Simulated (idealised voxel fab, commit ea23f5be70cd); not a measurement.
Process module heading - voxel air gaps
Each square cell in cross-section cut measures 5 nm, and the section as a whole is 280 nm wide.
How to read a cross-section here: the picture is a grid of square cells, written as bands going from the top down, and any band can span one or more rows of cells.
Heads up on the band format: heights come first, top then bottom, in nm. After that it's the materials left to right, each with its width in nm. A single material flagged "edge to edge" fills the whole band edge to edge, and "empty" means there's empty space there.
Heights are reckoned from 0. Under this level, the received wafer is all of one material. The bottommost band is open-ended downward, for example "0 -> down".
Quick explanation for "30 to 40": the width changes in equal steps down the rows of cells, from the first number in the band's top row to the second number in its bottom row.
"no modification" means the step left every cell of the cross-section as it was.
Heads up: "Closed void list" only lists the empty pockets with no open path to the top that are 8 cells or more, and it writes them as width x height at distance, distance from the left edge, in nm.
That trailing text on a step's line, after the settings, is the simulator's own remark on the step.
Each step line may optionally specify "overlay nm", which for a step with a mask gives the rightward distance between the mask's planned place and where it lay, a negative value indicating the leftward direction.

-- The process steps that were planned are listed below
1: op RECEIVE | material Si
2: op CONFORMAL_DEP | material SiO2 | thk nm 15
3: op CONFORMAL_DEP | material SiCN | thk nm 5
4: op DIRECTIONAL_DEP | material lowk | thk nm 30
5: op DIRECTIONAL_DEP | material aC | thk nm 15
6: op PATTERN | tone open | mask id LINES | material resist | width nm 20 | pitch nm 50 | thk nm 30 | overlay nm 0
7: op DIRECTIONAL_ETCH | etch materials aC | depth nm 15
8: op STRIP | etch materials resist
9: op DIRECTIONAL_ETCH | etch materials lowk | depth nm 30
10: op STRIP | etch materials aC
11: op CONFORMAL_DEP | material TiN | thk nm 5
12: op FILL_DEP | material Cu | thk nm 5
13: op CMP | height nm 50
14: op EPI | material Ru | thk nm 10
15: op SELECTIVE_ETCH | etch materials lowk | depth nm 40
16: op CONFORMAL_DEP | material SiCN | thk nm 5

-- Here's what the wafer looked like in cross-section when it arrived - that's after step 1
    0 -> down  Si edge to edge
    Closed void list: none

-- The first of the two wafers as seen in cross-section once the module was finished; processing followed the plan
    65 -> 60  empty: 40; SiCN: 200; empty: 40
    60 -> 50  empty: 40; SiCN: 5; Ru: 40; SiCN: 10; Ru: 40; SiCN: 10; Ru: 40; SiCN: 10; Ru: 40; SiCN: 5; empty: 40
    50 -> 45  empty: 40; SiCN: 15; TiN: 5; Cu: 10; TiN: 5; SiCN: 30; TiN: 5; Cu: 10; TiN: 5; SiCN: 30; TiN: 5; Cu: 10; TiN: 5; SiCN: 30; TiN: 5; Cu: 10; TiN: 5; SiCN: 15; empty: 40
    45 -> 25  empty: 50; SiCN: 5; TiN: 5; Cu: 10; TiN: 5; SiCN: 5; empty: 20; SiCN: 5; TiN: 5; Cu: 10; TiN: 5; SiCN: 5; empty: 20; SiCN: 5; TiN: 5; Cu: 10; TiN: 5; SiCN: 5; empty: 20; SiCN: 5; TiN: 5; Cu: 10; TiN: 5; SiCN: 5; empty: 50
    25 -> 20  SiCN: 55; TiN: 20; SiCN: 30; TiN: 20; SiCN: 30; TiN: 20; SiCN: 30; TiN: 20; SiCN: 55
    20 -> 15  SiCN edge to edge
    15 -> 0  SiO2 edge to edge
    0 -> down  Si edge to edge
    Closed void list: 20 x 20 at 80; 20 x 20 at 130; 20 x 20 at 180

-- Wafer two cross-section, module end. Start and plan unchanged from wafer one; one mistake made during the run
    60 -> 50  empty: 45; Ru: 40; empty: 10; Ru: 40; empty: 10; Ru: 40; empty: 10; Ru: 40; empty: 45
    50 -> 25  empty: 55; TiN: 5; Cu: 10; TiN: 5; empty: 30; TiN: 5; Cu: 10; TiN: 5; empty: 30; TiN: 5; Cu: 10; TiN: 5; empty: 30; TiN: 5; Cu: 10; TiN: 5; empty: 55
    25 -> 20  empty: 55; TiN: 20; empty: 30; TiN: 20; empty: 30; TiN: 20; empty: 30; TiN: 20; empty: 55
    20 -> 15  SiCN edge to edge
    15 -> 0  SiO2 edge to edge
    0 -> down  Si edge to edge
    Closed void list: none
Diagnosis: the plan's step 16 went unexecuted, having been skipped
Cell-count delta at end, second wafer over first, by material: SiCN -152
Wafer, first: 3 closed voids at end. Wafer, second: 0.
